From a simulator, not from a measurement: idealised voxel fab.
Process module name: voxel capacitor over wiring
It is cross-section cut that appears here, measuring 265 nm in width, its square cells being 5 nm in size.
Cross-section, as written here: a square-cell grid given band by band from the top down, where a band holds one or more rows of cells.
Look at the band entry: it leads with the top's height and the bottom's height in nm. Then it lists the materials left to right, with a width in nm for each. The word "full width" on a single material says that material fills the band edge to edge. The word "air" is empty space.
A quick word on heights: they are counted from 0, and under that level the wafer as it came to us is one material throughout. The lowest band is different from the rest in having no bottom; it simply continues downward, written as in "top 0, no bottom".
A width such as "30..40" changes by the same amount from each row of cells to the next, from the band's top row to its bottom row.
For the purposes of this document, the phrase "nothing different" attached to a step denotes that no cell within the cross-section was modified by that step.
The label "Voids lacking openings" introduces a list of the empty spaces, 8 cells or larger, that have no open way up to the top; each entry in it reads width x height at distance, where the distance is taken from the left edge and all three are stated in nm.
Heads up: the bit after the settings on a step's line is the simulator's remark on that step.
The optional step-line setting "overlay nm" applies to steps with a mask and quantifies how far to the right of its planned location the mask lay, a negative value indicating leftward placement.
## Steps in the process plan
1 RECEIVE (material Si)
2 CONFORMAL_DEP (material SiO2; thk nm 10)
3 DIRECTIONAL_DEP (material TiN; thk nm 5)
4 DIRECTIONAL_DEP (material W; thk nm 25)
5 DIRECTIONAL_DEP (material aC; thk nm 10)
6 PATTERN (tone cover; mask id METAL_1; material resist; width nm 20; pitch nm 80; thk nm 25; overlay nm 0)
7 DIRECTIONAL_ETCH (etch materials aC; depth nm 10)
8 STRIP (etch materials resist)
9 DIRECTIONAL_ETCH (etch materials W; depth nm 25)
10 DIRECTIONAL_ETCH (etch materials TiN; depth nm 5)
11 STRIP (etch materials aC)
12 CONFORMAL_DEP (material SiCN; thk nm 5)
13 FILL_DEP (material SiO2; thk nm 10)
14 CMP (height nm 40)
15 CONFORMAL_DEP (material SiCN; thk nm 5)
16 DIRECTIONAL_DEP (material SiO2; thk nm 20)
17 PATTERN (tone open; mask id PLUG_1; material resist; width nm 15; thk nm 20; overlay nm 0)
18 DIRECTIONAL_ETCH (etch materials SiO2; depth nm 20)
19 DIRECTIONAL_ETCH (etch materials SiCN; depth nm 5)
20 STRIP (etch materials resist)
21 EPI (material Ru; thk nm 10)
22 EPI (material Ru; thk nm 10)
23 EPI (material Ru; thk nm 5)
24 DIRECTIONAL_DEP (material TiN; thk nm 10)
25 DIRECTIONAL_DEP (material Al2O3; thk nm 5)
26 DIRECTIONAL_DEP (material TiN; thk nm 10)
27 MASKED_ETCH (tone cover; mask id UPPER_PLATE; width nm 65; etch materials TiN; depth nm 10; overlay nm 0)
28 MASKED_ETCH (tone cover; mask id UPPER_PLATE; width nm 65; etch materials Al2O3; depth nm 5; overlay nm 0)
29 PATTERN (tone cover; mask id LOWER_PLATE; material resist; width nm 75; thk nm 20; overlay nm 0)
30 DIRECTIONAL_ETCH (etch materials TiN; depth nm 10)
31 STRIP (etch materials resist)
32 FILL_DEP (material SiO2; thk nm 20)
33 CMP (height nm 105)
34 MASKED_ETCH (tone open; mask id PLUG_2; width nm 15; etch materials SiO2; depth nm 15; overlay nm 0)
35 CONFORMAL_DEP (material TiN; thk nm 5)
36 FILL_DEP (material Ru; thk nm 10)
37 CMP (height nm 105)
38 CONFORMAL_DEP (material SiN; thk nm 5)
## As-received wafer cross-section (after step 1)
- top 0, no bottom = Si full width
- Voids lacking openings: none
## First wafer of two, sectioned at end of module; run went per plan
- top 110, bottom 105 = SiN full width
- top 105, bottom 95 = 95 of SiO2 / 5 of TiN / 5 of Ru / 5 of TiN / 155 of SiO2
- top 95, bottom 90 = 95 of SiO2 / 15 of TiN / 155 of SiO2
- top 90, bottom 80 = 85 of SiO2 / 65 of TiN / 115 of SiO2
- top 80, bottom 75 = 85 of SiO2 / 65 of Al2O3 / 115 of SiO2
- top 75, bottom 65 = 80 of SiO2 / 75 of TiN / 110 of SiO2
- top 65, bottom 45 = 85 of SiO2 / 15 of Ru / 165 of SiO2
- top 45, bottom 40 = 85 of SiCN / 15 of Ru / 165 of SiCN
- top 40, bottom 15 = 75 of SiO2 / 5 of SiCN / 20 of W / 5 of SiCN / 50 of SiO2 / 5 of SiCN / 20 of W / 5 of SiCN / 80 of SiO2
- top 15, bottom 10 = 80 of SiCN / 20 of TiN / 60 of SiCN / 20 of TiN / 85 of SiCN
- top 10, bottom 0 = SiO2 full width
- top 0, no bottom = Si full width
- Voids lacking openings: none
## The second wafer, shown in cross-section after the module: started the same way as the first and given the same plan, yet one mistake crept into how it was run
- top 110, bottom 105 = SiN full width
- top 105, bottom 95 = 95 of SiO2 / 5 of TiN / 5 of Ru / 5 of TiN / 155 of SiO2
- top 95, bottom 90 = 95 of SiO2 / 15 of TiN / 155 of SiO2
- top 90, bottom 80 = 85 of SiO2 / 65 of TiN / 115 of SiO2
- top 80, bottom 75 = 85 of SiO2 / 65 of Al2O3 / 115 of SiO2
- top 75, bottom 65 = 80 of SiO2 / 75 of TiN / 110 of SiO2
- top 65, bottom 45 = 85 of SiO2 / 15 of Ru / 165 of SiO2
- top 45, bottom 40 = 85 of SiCN / 15 of Ru / 165 of SiCN
- top 40, bottom 15 = 80 of SiO2 / 5 of SiCN / 15 of W / 5 of SiCN / 55 of SiO2 / 5 of SiCN / 15 of W / 5 of SiCN / 80 of SiO2
- top 15, bottom 10 = 85 of SiCN / 15 of TiN / 65 of SiCN / 15 of TiN / 85 of SiCN
- top 10, bottom 0 = SiO2 full width
- top 0, no bottom = Si full width
- Voids lacking openings: none
Finding, execution versus plan: heads up, step 6 didn't go per plan, it actually ran as PATTERN (tone cover; mask id METAL_1; material resist; width nm 15; pitch nm 80; thk nm 25; overlay nm 0)
Final tally in cells, some materials are higher or lower on the second wafer than on the first: +2 SiCN, +10 SiO2, -2 TiN, -10 W
